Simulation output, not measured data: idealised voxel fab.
Process module in this document: voxel capacitor over wiring
FYI the section here is cut, 285 nm wide, cells are 5 nm squares.
The cross-sections in this document take the form of a grid made of square cells. They are written out as bands, in order from top to bottom. Each band consists of one or more rows of cells. Band: top height; bottom height; in nm. Then, left to right: material with width in nm, for each material. "all across": a single material spanning edge to edge. "blank": empty space. We count height from 0. Below that, the starting wafer is all one material. The lowest band never ends at the bottom but goes on down; see "0 -> down" for how that is written. The two numbers in a width such as "30 to 40" mark its ends across the band: the first belongs to the top row of cells, the second to the bottom row, and from each row to the next the width moves by the same amount. Where a step carries "no alterations made", the cross-section came out of it unchanged, cell for cell. Any empty space of 8 cells or more lacking an open way to the top shows up in "Unvented voids" as width x height at distance, distance from the left edge, in nm. Text after the settings on a step's line: the simulator's own remark on that step. When a step includes a mask, the "overlay nm" setting on its line states how far to the right of its planned place that mask lay, and negative values state how far to the left.
Steps planned for the process
step 1: RECEIVE: material Si
step 2: CONFORMAL_DEP: material SiO2, thk nm 10
step 3: DIRECTIONAL_DEP: material TiN, thk nm 5
step 4: DIRECTIONAL_DEP: material Ru, thk nm 25
step 5: PATTERN: tone cover, mask id METAL_1, material resist, width nm 20, pitch nm 75, thk nm 20, overlay nm 0
step 6: DIRECTIONAL_ETCH: etch materials Ru, depth nm 25
step 7: DIRECTIONAL_ETCH: etch materials TiN, depth nm 5
step 8: STRIP: etch materials resist
step 9: CONFORMAL_DEP: material SiN, thk nm 5
step 10: FILL_DEP: material lowk, thk nm 5
step 11: CMP: height nm 40
step 12: CONFORMAL_DEP: material SiCN, thk nm 5
step 13: DIRECTIONAL_DEP: material SiO2, thk nm 20
step 14: DIRECTIONAL_DEP: material aC, thk nm 10
step 15: PATTERN: tone open, mask id PLUG_1, material resist, width nm 15, thk nm 30, overlay nm 0
step 16: DIRECTIONAL_ETCH: etch materials aC, depth nm 10
step 17: STRIP: etch materials resist
step 18: DIRECTIONAL_ETCH: etch materials SiO2, depth nm 20
step 19: DIRECTIONAL_ETCH: etch materials SiCN, depth nm 5
step 20: STRIP: etch materials aC
step 21: EPI: material Ru, thk nm 10
step 22: EPI: material Ru, thk nm 10
step 23: EPI: material Ru, thk nm 5
step 24: DIRECTIONAL_DEP: material TiN, thk nm 10
step 25: DIRECTIONAL_DEP: material Al2O3, thk nm 5
step 26: DIRECTIONAL_DEP: material TiN, thk nm 5
step 27: DIRECTIONAL_DEP: material aC, thk nm 15
step 28: PATTERN: tone cover, mask id UPPER_PLATE, material resist, width nm 60, thk nm 35, overlay nm 0
step 29: DIRECTIONAL_ETCH: etch materials aC, depth nm 15
step 30: STRIP: etch materials resist
step 31: DIRECTIONAL_ETCH: etch materials TiN, depth nm 5
step 32: DIRECTIONAL_ETCH: etch materials Al2O3, depth nm 5
step 33: STRIP: etch materials aC
step 34: MASKED_ETCH: tone cover, mask id LOWER_PLATE, width nm 70, etch materials TiN, depth nm 10, overlay nm 0
step 35: FILL_DEP: material SiO2, thk nm 20
step 36: CMP: height nm 100
step 37: PATTERN: tone open, mask id PLUG_2, material resist, width nm 15, thk nm 15, overlay nm 0
step 38: DIRECTIONAL_ETCH: etch materials SiO2, depth nm 15
step 39: STRIP: etch materials resist
step 40: CONFORMAL_DEP: material TiN, thk nm 5
step 41: FILL_DEP: material Cu, thk nm 5
step 42: CMP: height nm 100
step 43: CONFORMAL_DEP: material SiN, thk nm 5
The cross-section here shows the wafer as received, i.e. in its state after step 1
0 -> down: Si all across
Unvented voids: none
Run as planned - first of the two wafers cross-sectioned at the end of the module
105 -> 100: SiN all across
100 -> 90: 110 of SiO2; 5 of TiN; 5 of Cu; 5 of TiN; 160 of SiO2
90 -> 80: 110 to 100 of SiO2; 15 to 60 of TiN; 160 to 125 of SiO2
80 -> 75: 100 of SiO2; 60 of Al2O3; 125 of SiO2
75 -> 65: 95 of SiO2; 70 of TiN; 120 of SiO2
65 -> 45: 100 of SiO2; 15 of Ru; 170 of SiO2
45 -> 40: 100 of SiCN; 15 of Ru; 170 of SiCN
40 -> 15: 90 of lowk; 5 of SiN; 20 of Ru; 5 of SiN; 45 of lowk; 5 of SiN; 20 of Ru; 5 of SiN; 90 of lowk
15 -> 10: 95 of SiN; 20 of TiN; 55 of SiN; 20 of TiN; 95 of SiN
10 -> 0: SiO2 all across
0 -> down: Si all across
Unvented voids: none
What the second wafer looks like in cross-section once the module is done. Its start and its plan matched the first wafer's exactly; what differed was one mistake in how it was run
105 -> 100: SiN all across
100 -> 90: 110 of SiO2; 5 of TiN; 5 of Cu; 5 of TiN; 160 of SiO2
90 -> 80: 110 to 100 of SiO2; 15 to 60 of TiN; 160 to 125 of SiO2
80 -> 75: 100 of SiO2; 60 of Al2O3; 125 of SiO2
75 -> 65: 95 of SiO2; 70 of TiN; 120 of SiO2
65 -> 45: 100 of SiO2; 15 of Ru; 170 of SiO2
45 -> 40: 100 of SiCN; 15 of Ru; 170 of SiCN
40 -> 20: 90 of lowk; 5 of SiN; 20 of Ru; 5 of SiN; 45 of lowk; 5 of SiN; 20 of Ru; 5 of SiN; 90 of lowk
20 -> 15: 95 of SiN; 20 of TiN; 55 of SiN; 20 of TiN; 95 of SiN
15 -> 0: SiO2 all across
0 -> down: Si all across
Unvented voids: none
Here's what went sideways: step 2 ran differently from the plan; actual operation with settings: CONFORMAL_DEP: material SiO2, thk nm 15
End check, counted in cells, second wafer has more or fewer of these materials than the first: -8 Ru; -4 SiN; +57 SiO2; -45 lowk
